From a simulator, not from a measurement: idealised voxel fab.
Process module, titled voxel transistor to metal
It is cross-section cut that appears here, measuring 210 nm in width, its square cells being 5 nm in size.
In this document a cross-section is written as a grid of square cells. It is given as a series of bands, listed from the top down, and a band is one or more rows of cells.
Band: top height; bottom height; in nm. Then, left to right: material with width in nm, for each material. "everywhere": a single material spanning edge to edge. "air": empty space.
Ref level 0: as-received wafer is one material below here. Bottom band extends down with no lower bound ("0 nm and below").
Graded width ("30->40"): value in top row of band = first number; value in bottom row = second number; row-to-row change constant.
Given "stayed the same" for a step, no cell of the cross-section differs between before and after that step.
So "Closed void inventory" is basically the list of trapped voids: any empty space of 8 cells or more that can't reach the top through an opening. They're written width x height at distance, the distance being from the left edge, and it's all nm.
On each step's line, the part that comes after the settings is the simulator's own comment on the step.
If you see "overlay nm" on a step's line and that step has a mask, it's telling you how far right of where it was planned the mask ended up; a negative number means it went left instead.
How should the pairs below be read? Each gives the cross-section before one process step and the cross-section after it, the latter drawn only to the lowest band that changed; the step that lies between them, with its settings, appears under the pair. Does a pair pick up where the pair above left off? Only where its entry headed "Pre-step snapshot" says so, since pairs can come from different runs of this module on the same starting wafer.

-- Pre-step snapshot
    30 nm to 15 nm = air 40 nm; aC 125 nm; air 45 nm
    15 nm to 0 nm = air 40 nm; SiN 125 nm; air 45 nm
    0 nm to -5 nm = air 40 nm; SiO2 125 nm; air 45 nm
    -5 nm to -40 nm = air 40 nm; Si 125 nm; air 45 nm
    -40 nm and below = Si everywhere
    Closed void inventory: none

-- Cross-Section After Step
    30 nm to 15 nm = air 40 nm; aC 125 nm; air 45 nm
    15 nm to 0 nm = air 40 nm; SiN 125 nm; air 45 nm
    0 nm to -5 nm = air 40 nm; SiO2 125 nm; air 45 nm
    -5 nm to -75 nm = air 40 nm; Si 125 nm; air 45 nm
    All layers under -75 are left as they were.
    Closed void inventory: none
Which process step falls between the two cross-sections above? DIRECTIONAL_ETCH, etch materials Si, depth nm 35

Pre-step snapshot: after-step cross-section of the pair just above applies.

-- Cross-Section After Step
    15 nm to 0 nm = air 40 nm; SiN 125 nm; air 45 nm
    All layers under 0 are left as they were.
    Closed void inventory: none
Which process step falls between the two cross-sections above? STRIP, etch materials aC

Pre-step snapshot: after-step cross-section of the pair just above applies.

-- Cross-Section After Step
    30 nm to 15 nm = SiO2 everywhere
    15 nm to 0 nm = SiO2 40 nm; SiN 125 nm; SiO2 45 nm
    0 nm to -5 nm = SiO2 everywhere
    -5 nm to -75 nm = SiO2 40 nm; Si 125 nm; SiO2 45 nm
    All layers under -75 are left as they were.
    Closed void inventory: none
Which process step falls between the two cross-sections above? FILL_DEP, material SiO2, thk nm 15

Pre-step snapshot: after-step cross-section of the pair just above applies.

-- Cross-Section After Step
    15 nm to 0 nm = SiO2 40 nm; SiN 125 nm; SiO2 45 nm
    All layers under 0 are left as they were.
    Closed void inventory: none
Which process step falls between the two cross-sections above? CMP, height nm 15

Pre-step snapshot: after-step cross-section of the pair just above applies.

-- Cross-Section After Step
    15 nm to 10 nm = air 40 nm; SiN 125 nm; air 45 nm
    All layers under 10 are left as they were.
    Closed void inventory: none
Which process step falls between the two cross-sections above? SELECTIVE_ETCH, etch materials SiO2, depth nm 5

Pre-step snapshot: after-step cross-section of the pair just above applies.

-- Cross-Section After Step
    10 nm to 0 nm = SiO2 40 nm; air 125 nm; SiO2 45 nm
    All layers under 0 are left as they were.
    Closed void inventory: none
Which process step falls between the two cross-sections above? STRIP, etch materials SiN

Pre-step snapshot: after-step cross-section of the pair just above applies.

-- Cross-Section After Step
    5 nm to -5 nm = SiO2 35 nm; air 135 nm; SiO2 40 nm
    All layers under -5 are left as they were.
    Closed void inventory: none
Which process step falls between the two cross-sections above? SELECTIVE_ETCH, etch materials SiO2, depth nm 5

Pre-step snapshot: after-step cross-section of the pair just above applies.

-- Cross-Section After Step
    5 nm to -5 nm = SiO2 35 nm; air 135 nm; SiO2 40 nm
    -5 nm to -10 nm = SiO2 everywhere
    All layers under -10 are left as they were.
    Closed void inventory: none
Which process step falls between the two cross-sections above? OXIDIZE, depth nm 5

Pre-step snapshot: after-step cross-section of the pair just above applies.

-- Cross-Section After Step
    25 nm to 15 nm = polySi 35 nm; air 135 nm; polySi 40 nm
    15 nm to 5 nm = polySi everywhere
    5 nm to -5 nm = SiO2 35 nm; polySi 135 nm; SiO2 40 nm
    All layers under -5 are left as they were.
    Closed void inventory: none
Which process step falls between the two cross-sections above? DIRECTIONAL_DEP, material polySi, thk nm 20

Pre-step snapshot: after-step cross-section of the pair just above applies.

-- Cross-Section After Step
    40 nm to 30 nm = SiCN 35 nm; air 135 nm; SiCN 40 nm
    30 nm to 25 nm = SiCN everywhere
    25 nm to 15 nm = polySi 35 nm; SiCN 135 nm; polySi 40 nm
    All layers under 15 are left as they were.
    Closed void inventory: none
Which process step falls between the two cross-sections above? DIRECTIONAL_DEP, material SiCN, thk nm 15

Pre-step snapshot: after-step cross-section of the pair just above applies.

-- Cross-Section After Step
    55 nm to 40 nm = air 85 nm; resist 35 nm; air 90 nm
    40 nm to 30 nm = SiCN 35 nm; air 50 nm; resist 35 nm; air 50 nm; SiCN 40 nm
    All layers under 30 are left as they were.
    Closed void inventory: none
Which process step falls between the two cross-sections above? PATTERN, tone cover, mask id GATE, material resist, width nm 35, thk nm 15, overlay nm 0

Pre-step snapshot: after-step cross-section of the pair just above applies.

-- Cross-Section After Step
    55 nm to 30 nm = air 85 nm; resist 35 nm; air 90 nm
    30 nm to 25 nm = air 85 nm; SiCN 35 nm; air 90 nm
    25 nm to 15 nm = polySi 35 nm; air 50 nm; SiCN 35 nm; air 50 nm; polySi 40 nm
    All layers under 15 are left as they were.
    Closed void inventory: none
Which process step falls between the two cross-sections above? DIRECTIONAL_ETCH, etch materials SiCN, depth nm 25

Pre-step snapshot: after-step cross-section of the pair just above applies.

-- Cross-Section After Step
    55 nm to 30 nm = air 85 nm; resist 35 nm; air 90 nm
    30 nm to 15 nm = air 85 nm; SiCN 35 nm; air 90 nm
    15 nm to 5 nm = air 85 nm; polySi 35 nm; air 90 nm
    5 nm to -5 nm = SiO2 35 nm; air 50 nm; polySi 35 nm; air 50 nm; SiO2 40 nm
    All layers under -5 are left as they were.
    Closed void inventory: none
Which process step falls between the two cross-sections above? DIRECTIONAL_ETCH, etch materials polySi, depth nm 30

Pre-step snapshot: after-step cross-section of the pair just above applies.

-- Cross-Section After Step
    30 nm to 15 nm = air 85 nm; SiCN 35 nm; air 90 nm
    All layers under 15 are left as they were.
    Closed void inventory: none
Which process step falls between the two cross-sections above? STRIP, etch materials resist

Pre-step snapshot: after-step cross-section of the pair just above applies.

-- Cross-Section After Step
    40 nm to 30 nm = air 75 nm; SiN 55 nm; air 80 nm
    30 nm to 15 nm = air 75 nm; SiN 10 nm; SiCN 35 nm; SiN 10 nm; air 80 nm
    15 nm to 5 nm = SiN 45 nm; air 30 nm; SiN 10 nm; polySi 35 nm; SiN 10 nm; air 30 nm; SiN 50 nm
    5 nm to -5 nm = SiO2 35 nm; SiN 50 nm; polySi 35 nm; SiN 50 nm; SiO2 40 nm
    All layers under -5 are left as they were.
    Closed void inventory: none
Which process step falls between the two cross-sections above? CONFORMAL_DEP, material SiN, thk nm 10

Pre-step snapshot: after-step cross-section of the pair just above applies.

-- Cross-Section After Step
    30 nm to 15 nm = air 75 nm; SiN 10 nm; SiCN 35 nm; SiN 10 nm; air 80 nm
    15 nm to 5 nm = air 75 nm; SiN 10 nm; polySi 35 nm; SiN 10 nm; air 80 nm
    5 nm to -5 nm = SiO2 35 nm; SiN 10 nm; air 30 nm; SiN 10 nm; polySi 35 nm; SiN 10 nm; air 30 nm; SiN 10 nm; SiO2 40 nm
    All layers under -5 are left as they were.
    Closed void inventory: none
Which process step falls between the two cross-sections above? DIRECTIONAL_ETCH, etch materials SiN, depth nm 10

Pre-step snapshot: after-step cross-section of the pair just above applies.

-- Cross-Section After Step
    30 nm to 15 nm = air 75 nm; SiN 10 nm; SiCN 35 nm; SiN 10 nm; air 80 nm
    15 nm to 5 nm = air 75 nm; SiN 10 nm; polySi 35 nm; SiN 10 nm; air 80 nm
    5 nm to 0 nm = air 35 nm; SiN 10 nm; air 30 nm; SiN 10 nm; polySi 35 nm; SiN 10 nm; air 30 nm; SiN 10 nm; air 40 nm
    0 nm to -5 nm = SiO2 35 nm; SiN 10 nm; air 30 nm; SiN 10 nm; polySi 35 nm; SiN 10 nm; air 30 nm; SiN 10 nm; SiO2 40 nm
    -5 nm to -10 nm = SiO2 45 nm; air 30 nm; SiO2 55 nm; air 30 nm; SiO2 50 nm
    All layers under -10 are left as they were.
    Closed void inventory: none
Which process step falls between the two cross-sections above? DIRECTIONAL_ETCH, etch materials SiO2, depth nm 5

Pre-step snapshot: after-step cross-section of the pair just above applies.

-- Cross-Section After Step
    30 nm to 15 nm = air 75 nm; SiN 10 nm; SiCN 35 nm; SiN 10 nm; air 80 nm
    15 nm to 5 nm = air 75 nm; SiN 10 nm; polySi 35 nm; SiN 10 nm; air 80 nm
    5 nm to 0 nm = air 35 nm; SiN 10 nm; air 30 nm; SiN 10 nm; polySi 35 nm; SiN 10 nm; air 30 nm; SiN 10 nm; air 40 nm
    0 nm to -5 nm = SiO2 35 nm; SiN 10 nm; air 30 nm; SiN 10 nm; polySi 35 nm; SiN 10 nm; air 30 nm; SiN 10 nm; SiO2 40 nm
    -5 nm to -10 nm = SiO2 45 nm; air 30 nm; SiO2 55 nm; air 30 nm; SiO2 50 nm
    -10 nm to -20 nm = SiO2 40 nm; Si 5 nm; air 30 nm; Si 55 nm; air 30 nm; Si 5 nm; SiO2 45 nm
    All layers under -20 are left as they were.
    Closed void inventory: none
Which process step falls between the two cross-sections above? DIRECTIONAL_ETCH, etch materials Si, depth nm 10

Pre-step snapshot: after-step cross-section of the pair just above applies.

-- Cross-Section After Step
    30 nm to 15 nm = air 75 nm; SiN 10 nm; SiCN 35 nm; SiN 10 nm; air 80 nm
    15 nm to 5 nm = air 75 nm; SiN 10 nm; polySi 35 nm; SiN 10 nm; air 80 nm
    5 nm to 0 nm = air 35 nm; SiN 10 nm; air 30 nm; SiN 10 nm; polySi 35 nm; SiN 10 nm; air 30 nm; SiN 10 nm; air 40 nm
    0 nm to -5 nm = SiO2 35 nm; SiN 10 nm; SiGe 10 nm; air 10 nm; SiGe 10 nm; SiN 10 nm; polySi 35 nm; SiN 10 nm; SiGe 10 nm; air 10 nm; SiGe 10 nm; SiN 10 nm; SiO2 40 nm
    -5 nm to -10 nm = SiO2 45 nm; SiGe 10 nm; air 10 nm; SiGe 10 nm; SiO2 55 nm; SiGe 10 nm; air 10 nm; SiGe 10 nm; SiO2 50 nm
    -10 nm to -20 nm = SiO2 40 nm; Si 5 nm; SiGe 30 nm; Si 55 nm; SiGe 30 nm; Si 5 nm; SiO2 45 nm
    All layers under -20 are left as they were.
    Closed void inventory: none
Which process step falls between the two cross-sections above? EPI, material SiGe, thk nm 10

Pre-step snapshot: after-step cross-section of the pair just above applies.

-- Cross-Section After Step
    40 nm to 30 nm = SiO2 everywhere
    30 nm to 15 nm = SiO2 75 nm; SiN 10 nm; SiCN 35 nm; SiN 10 nm; SiO2 80 nm
    15 nm to 5 nm = SiO2 75 nm; SiN 10 nm; polySi 35 nm; SiN 10 nm; SiO2 80 nm
    5 nm to 0 nm = SiO2 35 nm; SiN 10 nm; SiO2 30 nm; SiN 10 nm; polySi 35 nm; SiN 10 nm; SiO2 30 nm; SiN 10 nm; SiO2 40 nm
    0 nm to -5 nm = SiO2 35 nm; SiN 10 nm; SiGe 10 nm; SiO2 10 nm; SiGe 10 nm; SiN 10 nm; polySi 35 nm; SiN 10 nm; SiGe 10 nm; SiO2 10 nm; SiGe 10 nm; SiN 10 nm; SiO2 40 nm
    -5 nm to -10 nm = SiO2 45 nm; SiGe 10 nm; SiO2 10 nm; SiGe 10 nm; SiO2 55 nm; SiGe 10 nm; SiO2 10 nm; SiGe 10 nm; SiO2 50 nm
    All layers under -10 are left as they were.
    Closed void inventory: none
Which process step falls between the two cross-sections above? FILL_DEP, material SiO2, thk nm 10

Pre-step snapshot: after-step cross-section of the pair just above applies.

-- Cross-Section After Step
    15 nm to 5 nm = SiO2 75 nm; SiN 10 nm; polySi 35 nm; SiN 10 nm; SiO2 80 nm
    All layers under 5 are left as they were.
    Closed void inventory: none
Which process step falls between the two cross-sections above? CMP, height nm 15

Pre-step snapshot: after-step cross-section of the pair just above applies.

-- Cross-Section After Step
    15 nm to 5 nm = SiO2 75 nm; SiN 10 nm; air 35 nm; SiN 10 nm; SiO2 80 nm
    5 nm to 0 nm = SiO2 35 nm; SiN 10 nm; SiO2 30 nm; SiN 10 nm; air 35 nm; SiN 10 nm; SiO2 30 nm; SiN 10 nm; SiO2 40 nm
    0 nm to -5 nm = SiO2 35 nm; SiN 10 nm; SiGe 10 nm; SiO2 10 nm; SiGe 10 nm; SiN 10 nm; air 35 nm; SiN 10 nm; SiGe 10 nm; SiO2 10 nm; SiGe 10 nm; SiN 10 nm; SiO2 40 nm
    All layers under -5 are left as they were.
    Closed void inventory: none
Which process step falls between the two cross-sections above? STRIP, etch materials polySi

Pre-step snapshot: after-step cross-section of the pair just above applies.

-- Cross-Section After Step
    15 nm to 10 nm = air 75 nm; SiN 10 nm; air 35 nm; SiN 10 nm; air 80 nm
    10 nm to 5 nm = SiO2 75 nm; SiN 10 nm; air 35 nm; SiN 10 nm; SiO2 80 nm
    5 nm to 0 nm = SiO2 35 nm; SiN 10 nm; SiO2 30 nm; SiN 10 nm; air 35 nm; SiN 10 nm; SiO2 30 nm; SiN 10 nm; SiO2 40 nm
    0 nm to -5 nm = SiO2 35 nm; SiN 10 nm; SiGe 10 nm; SiO2 10 nm; SiGe 10 nm; SiN 10 nm; air 35 nm; SiN 10 nm; SiGe 10 nm; SiO2 10 nm; SiGe 10 nm; SiN 10 nm; SiO2 40 nm
    -5 nm to -10 nm = SiO2 45 nm; SiGe 10 nm; SiO2 10 nm; SiGe 10 nm; SiO2 5 nm; air 45 nm; SiO2 5 nm; SiGe 10 nm; SiO2 10 nm; SiGe 10 nm; SiO2 50 nm
    All layers under -10 are left as they were.
    Closed void inventory: none
Which process step falls between the two cross-sections above? SELECTIVE_ETCH, etch materials SiO2, depth nm 5

Pre-step snapshot: after-step cross-section of the pair just above applies.

-- Cross-Section After Step
    20 nm to 15 nm = air 70 nm; HfO2 20 nm; air 25 nm; HfO2 20 nm; air 75 nm
    15 nm to 10 nm = HfO2 75 nm; SiN 10 nm; HfO2 5 nm; air 25 nm; HfO2 5 nm; SiN 10 nm; HfO2 80 nm
    10 nm to 5 nm = SiO2 75 nm; SiN 10 nm; HfO2 5 nm; air 25 nm; HfO2 5 nm; SiN 10 nm; SiO2 80 nm
    5 nm to 0 nm = SiO2 35 nm; SiN 10 nm; SiO2 30 nm; SiN 10 nm; HfO2 5 nm; air 25 nm; HfO2 5 nm; SiN 10 nm; SiO2 30 nm; SiN 10 nm; SiO2 40 nm
    0 nm to -5 nm = SiO2 35 nm; SiN 10 nm; SiGe 10 nm; SiO2 10 nm; SiGe 10 nm; SiN 10 nm; HfO2 5 nm; air 25 nm; HfO2 5 nm; SiN 10 nm; SiGe 10 nm; SiO2 10 nm; SiGe 10 nm; SiN 10 nm; SiO2 40 nm
    -5 nm to -10 nm = SiO2 45 nm; SiGe 10 nm; SiO2 10 nm; SiGe 10 nm; SiO2 5 nm; HfO2 45 nm; SiO2 5 nm; SiGe 10 nm; SiO2 10 nm; SiGe 10 nm; SiO2 50 nm
    All layers under -10 are left as they were.
    Closed void inventory: none
Which process step falls between the two cross-sections above? CONFORMAL_DEP, material HfO2, thk nm 5

Pre-step snapshot: after-step cross-section of the pair just above applies.

-- Cross-Section After Step
    25 nm to 20 nm = air 65 nm; TiN 30 nm; air 15 nm; TiN 30 nm; air 70 nm
    20 nm to 15 nm = TiN 70 nm; HfO2 20 nm; TiN 5 nm; air 15 nm; TiN 5 nm; HfO2 20 nm; TiN 75 nm
    15 nm to 10 nm = HfO2 75 nm; SiN 10 nm; HfO2 5 nm; TiN 5 nm; air 15 nm; TiN 5 nm; HfO2 5 nm; SiN 10 nm; HfO2 80 nm
    10 nm to 5 nm = SiO2 75 nm; SiN 10 nm; HfO2 5 nm; TiN 5 nm; air 15 nm; TiN 5 nm; HfO2 5 nm; SiN 10 nm; SiO2 80 nm
    5 nm to 0 nm = SiO2 35 nm; SiN 10 nm; SiO2 30 nm; SiN 10 nm; HfO2 5 nm; TiN 5 nm; air 15 nm; TiN 5 nm; HfO2 5 nm; SiN 10 nm; SiO2 30 nm; SiN 10 nm; SiO2 40 nm
    0 nm to -5 nm = SiO2 35 nm; SiN 10 nm; SiGe 10 nm; SiO2 10 nm; SiGe 10 nm; SiN 10 nm; HfO2 5 nm; TiN 25 nm; HfO2 5 nm; SiN 10 nm; SiGe 10 nm; SiO2 10 nm; SiGe 10 nm; SiN 10 nm; SiO2 40 nm
    All layers under -5 are left as they were.
    Closed void inventory: none
Which process step falls between the two cross-sections above? CONFORMAL_DEP, material TiN, thk nm 5

Pre-step snapshot: after-step cross-section of the pair just above applies.

-- Cross-Section After Step
    35 nm to 25 nm = W everywhere
    25 nm to 20 nm = W 65 nm; TiN 30 nm; W 15 nm; TiN 30 nm; W 70 nm
    20 nm to 15 nm = TiN 70 nm; HfO2 20 nm; TiN 5 nm; W 15 nm; TiN 5 nm; HfO2 20 nm; TiN 75 nm
    15 nm to 10 nm = HfO2 75 nm; SiN 10 nm; HfO2 5 nm; TiN 5 nm; W 15 nm; TiN 5 nm; HfO2 5 nm; SiN 10 nm; HfO2 80 nm
    10 nm to 5 nm = SiO2 75 nm; SiN 10 nm; HfO2 5 nm; TiN 5 nm; W 15 nm; TiN 5 nm; HfO2 5 nm; SiN 10 nm; SiO2 80 nm
    5 nm to 0 nm = SiO2 35 nm; SiN 10 nm; SiO2 30 nm; SiN 10 nm; HfO2 5 nm; TiN 5 nm; W 15 nm; TiN 5 nm; HfO2 5 nm; SiN 10 nm; SiO2 30 nm; SiN 10 nm; SiO2 40 nm
    All layers under 0 are left as they were.
    Closed void inventory: none
Which process step falls between the two cross-sections above? FILL_DEP, material W, thk nm 10

Pre-step snapshot: after-step cross-section of the pair just above applies.

-- Cross-Section After Step
    10 nm to 5 nm = SiO2 75 nm; SiN 10 nm; HfO2 5 nm; TiN 5 nm; W 15 nm; TiN 5 nm; HfO2 5 nm; SiN 10 nm; SiO2 80 nm
    All layers under 5 are left as they were.
    Closed void inventory: none
Which process step falls between the two cross-sections above? CMP, height nm 10

Pre-step snapshot: after-step cross-section of the pair just above applies.

-- Cross-Section After Step
    25 nm to 10 nm = SiO2 everywhere
    All layers under 10 are left as they were.
    Closed void inventory: none
Which process step falls between the two cross-sections above? DIRECTIONAL_DEP, material SiO2, thk nm 15

Pre-step snapshot: after-step cross-section of the pair just above applies.

-- Cross-Section After Step
    45 nm to 25 nm = resist 50 nm; air 15 nm; resist 75 nm; air 15 nm; resist 55 nm
    All layers under 25 are left as they were.
    Closed void inventory: none
Which process step falls between the two cross-sections above? PATTERN, tone open, mask id CONTACT, material resist, width nm 15, pitch nm 90, thk nm 20, overlay nm 0

Pre-step snapshot: after-step cross-section of the pair just above applies.

-- Cross-Section After Step
    45 nm to 25 nm = resist 50 nm; air 15 nm; resist 75 nm; air 15 nm; resist 55 nm
    25 nm to 10 nm = SiO2 50 nm; air 15 nm; SiO2 75 nm; air 15 nm; SiO2 55 nm
    10 nm to 5 nm = SiO2 50 nm; air 15 nm; SiO2 10 nm; SiN 10 nm; HfO2 5 nm; TiN 5 nm; W 15 nm; TiN 5 nm; HfO2 5 nm; SiN 10 nm; SiO2 10 nm; air 15 nm; SiO2 55 nm
    5 nm to 0 nm = SiO2 35 nm; SiN 10 nm; SiO2 5 nm; air 15 nm; SiO2 10 nm; SiN 10 nm; HfO2 5 nm; TiN 5 nm; W 15 nm; TiN 5 nm; HfO2 5 nm; SiN 10 nm; SiO2 10 nm; air 15 nm; SiO2 5 nm; SiN 10 nm; SiO2 40 nm
    0 nm to -5 nm = SiO2 35 nm; SiN 10 nm; SiGe 10 nm; air 10 nm; SiGe 10 nm; SiN 10 nm; HfO2 5 nm; TiN 25 nm; HfO2 5 nm; SiN 10 nm; SiGe 10 nm; air 10 nm; SiGe 10 nm; SiN 10 nm; SiO2 40 nm
    -5 nm to -10 nm = SiO2 45 nm; SiGe 10 nm; air 10 nm; SiGe 10 nm; SiO2 5 nm; HfO2 45 nm; SiO2 5 nm; SiGe 10 nm; air 10 nm; SiGe 10 nm; SiO2 50 nm
    All layers under -10 are left as they were.
    Closed void inventory: none
Which process step falls between the two cross-sections above? DIRECTIONAL_ETCH, etch materials SiO2, depth nm 35

Pre-step snapshot: after-step cross-section of the pair just above applies.

-- Cross-Section After Step
    25 nm to 10 nm = SiO2 50 nm; air 15 nm; SiO2 75 nm; air 15 nm; SiO2 55 nm
    All layers under 10 are left as they were.
    Closed void inventory: none
Which process step falls between the two cross-sections above? STRIP, etch materials resist

Pre-step snapshot: after-step cross-section of the pair just above applies.

-- Cross-Section After Step
    30 nm to 25 nm = TiN 55 nm; air 5 nm; TiN 85 nm; air 5 nm; TiN 60 nm
    25 nm to 10 nm = SiO2 50 nm; TiN 5 nm; air 5 nm; TiN 5 nm; SiO2 75 nm; TiN 5 nm; air 5 nm; TiN 5 nm; SiO2 55 nm
    10 nm to 5 nm = SiO2 50 nm; TiN 5 nm; air 5 nm; TiN 5 nm; SiO2 10 nm; SiN 10 nm; HfO2 5 nm; TiN 5 nm; W 15 nm; TiN 5 nm; HfO2 5 nm; SiN 10 nm; SiO2 10 nm; TiN 5 nm; air 5 nm; TiN 5 nm; SiO2 55 nm
    5 nm to 0 nm = SiO2 35 nm; SiN 10 nm; SiO2 5 nm; TiN 15 nm; SiO2 10 nm; SiN 10 nm; HfO2 5 nm; TiN 5 nm; W 15 nm; TiN 5 nm; HfO2 5 nm; SiN 10 nm; SiO2 10 nm; TiN 15 nm; SiO2 5 nm; SiN 10 nm; SiO2 40 nm
    0 nm to -5 nm = SiO2 35 nm; SiN 10 nm; SiGe 10 nm; TiN 10 nm; SiGe 10 nm; SiN 10 nm; HfO2 5 nm; TiN 25 nm; HfO2 5 nm; SiN 10 nm; SiGe 10 nm; TiN 10 nm; SiGe 10 nm; SiN 10 nm; SiO2 40 nm
    -5 nm to -10 nm = SiO2 45 nm; SiGe 10 nm; TiN 10 nm; SiGe 10 nm; SiO2 5 nm; HfO2 45 nm; SiO2 5 nm; SiGe 10 nm; TiN 10 nm; SiGe 10 nm; SiO2 50 nm
    All layers under -10 are left as they were.
    Closed void inventory: none
Which process step falls between the two cross-sections above? CONFORMAL_DEP, material TiN, thk nm 5

Pre-step snapshot: after-step cross-section of the pair just above applies.

-- Cross-Section After Step
    40 nm to 30 nm = Ru everywhere
    30 nm to 25 nm = TiN 55 nm; Ru 5 nm; TiN 85 nm; Ru 5 nm; TiN 60 nm
    25 nm to 10 nm = SiO2 50 nm; TiN 5 nm; Ru 5 nm; TiN 5 nm; SiO2 75 nm; TiN 5 nm; Ru 5 nm; TiN 5 nm; SiO2 55 nm
    10 nm to 5 nm = SiO2 50 nm; TiN 5 nm; Ru 5 nm; TiN 5 nm; SiO2 10 nm; SiN 10 nm; HfO2 5 nm; TiN 5 nm; W 15 nm; TiN 5 nm; HfO2 5 nm; SiN 10 nm; SiO2 10 nm; TiN 5 nm; Ru 5 nm; TiN 5 nm; SiO2 55 nm
    All layers under 5 are left as they were.
    Closed void inventory: none
Which process step falls between the two cross-sections above? FILL_DEP, material Ru, thk nm 10

Pre-step snapshot: after-step cross-section of the pair just above applies.

-- Cross-Section After Step
    25 nm to 10 nm = SiO2 50 nm; TiN 5 nm; Ru 5 nm; TiN 5 nm; SiO2 75 nm; TiN 5 nm; Ru 5 nm; TiN 5 nm; SiO2 55 nm
    All layers under 10 are left as they were.
    Closed void inventory: none
Which process step falls between the two cross-sections above? CMP, height nm 25

Pre-step snapshot: after-step cross-section of the pair just above applies.

-- Cross-Section After Step
    30 nm to 25 nm = TiN everywhere
    All layers under 25 are left as they were.
    Closed void inventory: none
Which process step falls between the two cross-sections above? DIRECTIONAL_DEP, material TiN, thk nm 5

Pre-step snapshot: after-step cross-section of the pair just above applies.

-- Cross-Section After Step
    45 nm to 30 nm = W everywhere
    All layers under 30 are left as they were.
    Closed void inventory: none
Which process step falls between the two cross-sections above? DIRECTIONAL_DEP, material W, thk nm 15

Pre-step snapshot: after-step cross-section of the pair just above applies.

-- Cross-Section After Step
    60 nm to 45 nm = air 50 nm; resist 15 nm; air 75 nm; resist 15 nm; air 55 nm
    All layers under 45 are left as they were.
    Closed void inventory: none
Which process step falls between the two cross-sections above? PATTERN, tone cover, mask id METAL_1, material resist, width nm 15, pitch nm 90, thk nm 15, overlay nm 0

Pre-step snapshot: after-step cross-section of the pair just above applies.

-- Cross-Section After Step
    60 nm to 45 nm = air 50 nm; resist 15 nm; air 75 nm; resist 15 nm; air 55 nm
    45 nm to 30 nm = air 50 nm; W 15 nm; air 75 nm; W 15 nm; air 55 nm
    All layers under 30 are left as they were.
    Closed void inventory: none
Which process step falls between the two cross-sections above? DIRECTIONAL_ETCH, etch materials W, depth nm 15

Pre-step snapshot: after-step cross-section of the pair just above applies.

-- Cross-Section After Step
    60 nm to 45 nm = air 50 nm; resist 15 nm; air 75 nm; resist 15 nm; air 55 nm
    45 nm to 30 nm = air 50 nm; W 15 nm; air 75 nm; W 15 nm; air 55 nm
    30 nm to 25 nm = air 50 nm; TiN 15 nm; air 75 nm; TiN 15 nm; air 55 nm
    All layers under 25 are left as they were.
    Closed void inventory: none
Which process step falls between the two cross-sections above? DIRECTIONAL_ETCH, etch materials TiN, depth nm 5

Pre-step snapshot: after-step cross-section of the pair just above applies.

-- Cross-Section After Step
    45 nm to 30 nm = air 50 nm; W 15 nm; air 75 nm; W 15 nm; air 55 nm
    All layers under 30 are left as they were.
    Closed void inventory: none
Which process step falls between the two cross-sections above? STRIP, etch materials resist

Pre-step snapshot: after-step cross-section of the pair just above applies.

-- Cross-Section After Step
    50 nm to 45 nm = lowk everywhere
    45 nm to 30 nm = lowk 50 nm; W 15 nm; lowk 75 nm; W 15 nm; lowk 55 nm
    30 nm to 25 nm = lowk 50 nm; TiN 15 nm; lowk 75 nm; TiN 15 nm; lowk 55 nm
    All layers under 25 are left as they were.
    Closed void inventory: none
Which process step falls between the two cross-sections above? FILL_DEP, material lowk, thk nm 5

Pre-step snapshot: after-step cross-section of the pair just above applies.

-- Cross-Section After Step
    45 nm to 30 nm = lowk 50 nm; W 15 nm; lowk 75 nm; W 15 nm; lowk 55 nm
    All layers under 30 are left as they were.
    Closed void inventory: none
Which process step falls between the two cross-sections above? CMP, height nm 45

Pre-step snapshot: after-step cross-section of the pair just above applies.

-- Cross-Section After Step
    50 nm to 45 nm = SiCN everywhere
    All layers under 45 are left as they were.
    Closed void inventory: none
Which process step falls between the two cross-sections above? CONFORMAL_DEP, material SiCN, thk nm 5

Pre-step snapshot: after-step cross-section of the pair just above applies.

-- Cross-Section After Step
    80 nm to 50 nm = SiO2 everywhere
    All layers under 50 are left as they were.
    Closed void inventory: none
Which process step falls between the two cross-sections above? DIRECTIONAL_DEP, material SiO2, thk nm 30

Pre-step snapshot: after-step cross-section of the pair just above applies.

-- Cross-Section After Step
    95 nm to 80 nm = aC everywhere
    All layers under 80 are left as they were.
    Closed void inventory: none
Which process step falls between the two cross-sections above? DIRECTIONAL_DEP, material aC, thk nm 15

Pre-step snapshot: after-step cross-section of the pair just above applies.

-- Cross-Section After Step
    125 nm to 95 nm = resist 50 nm; air 15 nm; resist 75 nm; air 15 nm; resist 55 nm
    All layers under 95 are left as they were.
    Closed void inventory: none
Which process step falls between the two cross-sections above? PATTERN, tone open, mask id METAL_2, material resist, width nm 15, pitch nm 90, thk nm 30, overlay nm 0

Pre-step snapshot: after-step cross-section of the pair just above applies.

-- Cross-Section After Step
    110 nm to 95 nm = resist 50 nm; air 15 nm; resist 75 nm; air 15 nm; resist 55 nm
    95 nm to 80 nm = aC 50 nm; air 15 nm; aC 75 nm; air 15 nm; aC 55 nm
    All layers under 80 are left as they were.
    Closed void inventory: none
Which process step falls between the two cross-sections above? DIRECTIONAL_ETCH, etch materials aC, depth nm 15

Pre-step snapshot: after-step cross-section of the pair just above applies.

-- Cross-Section After Step
    95 nm to 80 nm = aC 50 nm; air 15 nm; aC 75 nm; air 15 nm; aC 55 nm
    All layers under 80 are left as they were.
    Closed void inventory: none
Which process step falls between the two cross-sections above? STRIP, etch materials resist

Pre-step snapshot: after-step cross-section of the pair just above applies.

-- Cross-Section After Step
    95 nm to 80 nm = aC 50 nm; air 15 nm; aC 75 nm; air 15 nm; aC 55 nm
    80 nm to 65 nm = SiO2 50 nm; air 15 nm; SiO2 75 nm; air 15 nm; SiO2 55 nm
    All layers under 65 are left as they were.
    Closed void inventory: none
Which process step falls between the two cross-sections above? DIRECTIONAL_ETCH, etch materials SiO2, depth nm 15

Pre-step snapshot: after-step cross-section of the pair just above applies.

-- Cross-Section After Step
    80 nm to 65 nm = SiO2 50 nm; air 15 nm; SiO2 75 nm; air 15 nm; SiO2 55 nm
    All layers under 65 are left as they were.
    Closed void inventory: none
Which process step falls between the two cross-sections above? STRIP, etch materials aC

Pre-step snapshot: after-step cross-section of the pair just above applies.

-- Cross-Section After Step
    100 nm to 80 nm = resist 50 nm; air 15 nm; resist 75 nm; air 15 nm; resist 55 nm
    All layers under 80 are left as they were.
    Closed void inventory: none
Which process step falls between the two cross-sections above? PATTERN, tone open, mask id METAL_2_HOLES, material resist, width nm 15, pitch nm 90, thk nm 20, overlay nm 0

Pre-step snapshot: after-step cross-section of the pair just above applies.

-- Cross-Section After Step
    100 nm to 80 nm = resist 50 nm; air 15 nm; resist 75 nm; air 15 nm; resist 55 nm
    80 nm to 50 nm = SiO2 50 nm; air 15 nm; SiO2 75 nm; air 15 nm; SiO2 55 nm
    All layers under 50 are left as they were.
    Closed void inventory: none
Which process step falls between the two cross-sections above? DIRECTIONAL_ETCH, etch materials SiO2, depth nm 15
